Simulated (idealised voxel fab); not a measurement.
The following process module bears the name voxel self aligned vias.
Cross-sectional view cut (width: 200 nm; square cell size: 5 nm).
Heads up, the way a cross-section reads in here is a grid of square cells, handed over as bands from the top down, with every band being one or more rows of cells. What a band's entry tells you: where the top is and where the bottom is, as heights in nm, and after that what lies inside, material by material from left to right, each with its width in nm. Empty space is written as the word "empty", and a single material marked with the word "full width" occupies the band from edge to edge. The reference from which all heights are counted is 0, the level beneath which the as-received wafer is entirely one material; the lowest band, having no lower bound, proceeds downward and is written after the example "0 nm and below". With a width like "30->40", each row of cells in the band differs from the next by the same amount, the top row carrying the first number and the bottom row the second. The cross-section has no changed cell in any step marked "changes: none". What "Voids, fully enclosed" gives you is every empty space of 8 cells or more that is cut off from the top. Each appears as width x height at distance, with the distance taken from the left edge and width, height and distance all in nm. after a step's settings: what the simulator itself notes on the step. A step line may carry the setting "overlay nm", which, for steps involving a mask, states the distance by which the mask lay to the right of its intended position; negative values denote displacement to the left.
THE PROCESS STEPS THAT WERE PLANNED ARE LISTED BELOW
- 1: RECEIVE [material Si]
- 2: CONFORMAL_DEP [material SiO2] [thk nm 10]
- 3: CONFORMAL_DEP [material SiCN] [thk nm 5]
- 4: DIRECTIONAL_DEP [material SiO2] [thk nm 20]
- 5: MASKED_ETCH [tone open] [mask id LINES] [width nm 30] [pitch nm 75] [etch materials SiO2] [depth nm 20] [overlay nm 0]
- 6: CONFORMAL_DEP [material TiN] [thk nm 5]
- 7: FILL_DEP [material Ru] [thk nm 5]
- 8: CMP [height nm 35]
- 9: SELECTIVE_ETCH [etch materials W Ru TiN] [depth nm 5]
- 10: FILL_DEP [material SiN] [thk nm 5]
- 11: CMP [height nm 35]
- 12: DIRECTIONAL_DEP [material SiO2] [thk nm 20]
- 13: MASKED_ETCH [tone open] [mask id VIAS] [width nm 50] [pitch nm 75] [etch materials SiO2] [depth nm 20] [overlay nm 0]
- 14: MASKED_ETCH [tone open] [mask id VIAS] [width nm 50] [pitch nm 75] [etch materials SiN] [depth nm 5] [overlay nm 0]
- 15: CONFORMAL_DEP [material TiN] [thk nm 5]
- 16: FILL_DEP [material W] [thk nm 5]
- 17: CMP [height nm 55]
- 18: CONFORMAL_DEP [material SiN] [thk nm 5]
THE FIRST WAFER OF TWO, PROCESSED AS PLANNED
CROSS-SECTION OF THE WAFER UPON ARRIVAL, REPRESENTING THE STATE REACHED AFTER STEP 1
> 0 nm and below: Si full width
> Voids, fully enclosed: none
AFTER STEP 2: WAFER CROSS-SECTION
> 10 nm to 0 nm: SiO2 full width
> All layers under 0 are left as they were.
AFTER STEP 3: WAFER CROSS-SECTION
> 15 nm to 10 nm: SiCN full width
> All layers under 10 are left as they were.
AFTER STEP 4: WAFER CROSS-SECTION
> 35 nm to 15 nm: SiO2 full width
> All layers under 15 are left as they were.
AFTER STEP 5: WAFER CROSS-SECTION
> 35 nm to 15 nm: 45 nm SiO2, 30 nm empty, 45 nm SiO2, 30 nm empty, 50 nm SiO2
> All layers under 15 are left as they were.
AFTER STEP 6: WAFER CROSS-SECTION
> 40 nm to 35 nm: 50 nm TiN, 20 nm empty, 55 nm TiN, 20 nm empty, 55 nm TiN
> 35 nm to 20 nm: 45 nm SiO2, 5 nm TiN, 20 nm empty, 5 nm TiN, 45 nm SiO2, 5 nm TiN, 20 nm empty, 5 nm TiN, 50 nm SiO2
> 20 nm to 15 nm: 45 nm SiO2, 30 nm TiN, 45 nm SiO2, 30 nm TiN, 50 nm SiO2
> All layers under 15 are left as they were.
AFTER STEP 7: WAFER CROSS-SECTION
> 45 nm to 40 nm: Ru full width
> 40 nm to 35 nm: 50 nm TiN, 20 nm Ru, 55 nm TiN, 20 nm Ru, 55 nm TiN
> 35 nm to 20 nm: 45 nm SiO2, 5 nm TiN, 20 nm Ru, 5 nm TiN, 45 nm SiO2, 5 nm TiN, 20 nm Ru, 5 nm TiN, 50 nm SiO2
> All layers under 20 are left as they were.
AFTER STEP 8: WAFER CROSS-SECTION
> 35 nm to 20 nm: 45 nm SiO2, 5 nm TiN, 20 nm Ru, 5 nm TiN, 45 nm SiO2, 5 nm TiN, 20 nm Ru, 5 nm TiN, 50 nm SiO2
> All layers under 20 are left as they were.
AFTER STEP 9: WAFER CROSS-SECTION
> 35 nm to 30 nm: 45 nm SiO2, 30 nm empty, 45 nm SiO2, 30 nm empty, 50 nm SiO2
> All layers under 30 are left as they were.
AFTER STEP 10: WAFER CROSS-SECTION
> 40 nm to 35 nm: SiN full width
> 35 nm to 30 nm: 45 nm SiO2, 30 nm SiN, 45 nm SiO2, 30 nm SiN, 50 nm SiO2
> All layers under 30 are left as they were.
AFTER STEP 11: WAFER CROSS-SECTION
> 35 nm to 30 nm: 45 nm SiO2, 30 nm SiN, 45 nm SiO2, 30 nm SiN, 50 nm SiO2
> All layers under 30 are left as they were.
AFTER STEP 12: WAFER CROSS-SECTION
> 55 nm to 35 nm: SiO2 full width
> All layers under 35 are left as they were.
AFTER STEP 13: WAFER CROSS-SECTION
> 55 nm to 35 nm: 35 nm SiO2, 50 nm empty, 25 nm SiO2, 50 nm empty, 40 nm SiO2
> All layers under 35 are left as they were.
AFTER STEP 14: WAFER CROSS-SECTION
> 55 nm to 35 nm: 35 nm SiO2, 50 nm empty, 25 nm SiO2, 50 nm empty, 40 nm SiO2
> 35 nm to 30 nm: 45 nm SiO2, 30 nm empty, 45 nm SiO2, 30 nm empty, 50 nm SiO2
> All layers under 30 are left as they were.
AFTER STEP 15: WAFER CROSS-SECTION
> 60 nm to 55 nm: 40 nm TiN, 40 nm empty, 35 nm TiN, 40 nm empty, 45 nm TiN
> 55 nm to 40 nm: 35 nm SiO2, 5 nm TiN, 40 nm empty, 5 nm TiN, 25 nm SiO2, 5 nm TiN, 40 nm empty, 5 nm TiN, 40 nm SiO2
> 40 nm to 35 nm: 35 nm SiO2, 15 nm TiN, 20 nm empty, 15 nm TiN, 25 nm SiO2, 15 nm TiN, 20 nm empty, 15 nm TiN, 40 nm SiO2
> 35 nm to 30 nm: 45 nm SiO2, 30 nm TiN, 45 nm SiO2, 30 nm TiN, 50 nm SiO2
> All layers under 30 are left as they were.
AFTER STEP 16: WAFER CROSS-SECTION
> 65 nm to 60 nm: W full width
> 60 nm to 55 nm: 40 nm TiN, 40 nm W, 35 nm TiN, 40 nm W, 45 nm TiN
> 55 nm to 40 nm: 35 nm SiO2, 5 nm TiN, 40 nm W, 5 nm TiN, 25 nm SiO2, 5 nm TiN, 40 nm W, 5 nm TiN, 40 nm SiO2
> 40 nm to 35 nm: 35 nm SiO2, 15 nm TiN, 20 nm W, 15 nm TiN, 25 nm SiO2, 15 nm TiN, 20 nm W, 15 nm TiN, 40 nm SiO2
> All layers under 35 are left as they were.
AFTER STEP 17: WAFER CROSS-SECTION
> 55 nm to 40 nm: 35 nm SiO2, 5 nm TiN, 40 nm W, 5 nm TiN, 25 nm SiO2, 5 nm TiN, 40 nm W, 5 nm TiN, 40 nm SiO2
> All layers under 40 are left as they were.
AFTER STEP 18: WAFER CROSS-SECTION
> 60 nm to 55 nm: SiN full width
> All layers under 55 are left as they were.
WAFER TWO OF THE PAIR: SAME ORIGIN, SAME PLAN, ONE ERROR DURING THE RUN; IDENTICAL TO WAFER ONE UP TO AND INCLUDING STEP 12
THE SECOND WAFER CUT THROUGH, AT THE TIME STEP 13 WAS SUPPOSED TO BE FINISHED
> 55 nm to 35 nm: 25 nm SiO2, 50 nm empty, 25 nm SiO2, 50 nm empty, 50 nm SiO2
> All layers under 35 are left as they were.
THE SECOND WAFER CUT THROUGH, AT THE TIME STEP 14 WAS SUPPOSED TO BE FINISHED
> 55 nm to 35 nm: 25 nm SiO2, 50 nm empty, 25 nm SiO2, 50 nm empty, 50 nm SiO2
> 35 nm to 30 nm: 45 nm SiO2, 30 nm empty, 45 nm SiO2, 30 nm empty, 50 nm SiO2
> All layers under 30 are left as they were.
THE SECOND WAFER CUT THROUGH, AT THE TIME STEP 15 WAS SUPPOSED TO BE FINISHED
> 60 nm to 55 nm: 30 nm TiN, 40 nm empty, 35 nm TiN, 40 nm empty, 55 nm TiN
> 55 nm to 40 nm: 25 nm SiO2, 5 nm TiN, 40 nm empty, 5 nm TiN, 25 nm SiO2, 5 nm TiN, 40 nm empty, 5 nm TiN, 50 nm SiO2
> 40 nm to 35 nm: 25 nm SiO2, 25 nm TiN, 20 nm empty, 5 nm TiN, 25 nm SiO2, 25 nm TiN, 20 nm empty, 5 nm TiN, 50 nm SiO2
> 35 nm to 30 nm: 45 nm SiO2, 30 nm TiN, 45 nm SiO2, 30 nm TiN, 50 nm SiO2
> All layers under 30 are left as they were.
THE SECOND WAFER CUT THROUGH, AT THE TIME STEP 16 WAS SUPPOSED TO BE FINISHED
> 65 nm to 60 nm: W full width
> 60 nm to 55 nm: 30 nm TiN, 40 nm W, 35 nm TiN, 40 nm W, 55 nm TiN
> 55 nm to 40 nm: 25 nm SiO2, 5 nm TiN, 40 nm W, 5 nm TiN, 25 nm SiO2, 5 nm TiN, 40 nm W, 5 nm TiN, 50 nm SiO2
> 40 nm to 35 nm: 25 nm SiO2, 25 nm TiN, 20 nm W, 5 nm TiN, 25 nm SiO2, 25 nm TiN, 20 nm W, 5 nm TiN, 50 nm SiO2
> All layers under 35 are left as they were.
THE SECOND WAFER CUT THROUGH, AT THE TIME STEP 17 WAS SUPPOSED TO BE FINISHED
> 55 nm to 40 nm: 25 nm SiO2, 5 nm TiN, 40 nm W, 5 nm TiN, 25 nm SiO2, 5 nm TiN, 40 nm W, 5 nm TiN, 50 nm SiO2
> All layers under 40 are left as they were.
THE SECOND WAFER CUT THROUGH, AT THE TIME STEP 18 WAS SUPPOSED TO BE FINISHED
> 60 nm to 55 nm: SiN full width
> All layers under 55 are left as they were.
Heads up, the wafer didn't run the way we planned it: step 13 ran with different settings than intended, the actual operation and settings being MASKED_ETCH [tone open] [mask id VIAS] [width nm 50] [pitch nm 75] [etch materials SiO2] [depth nm 20] [overlay nm -10]
End check, second vs first wafer: material counts in cells match, positions do not.
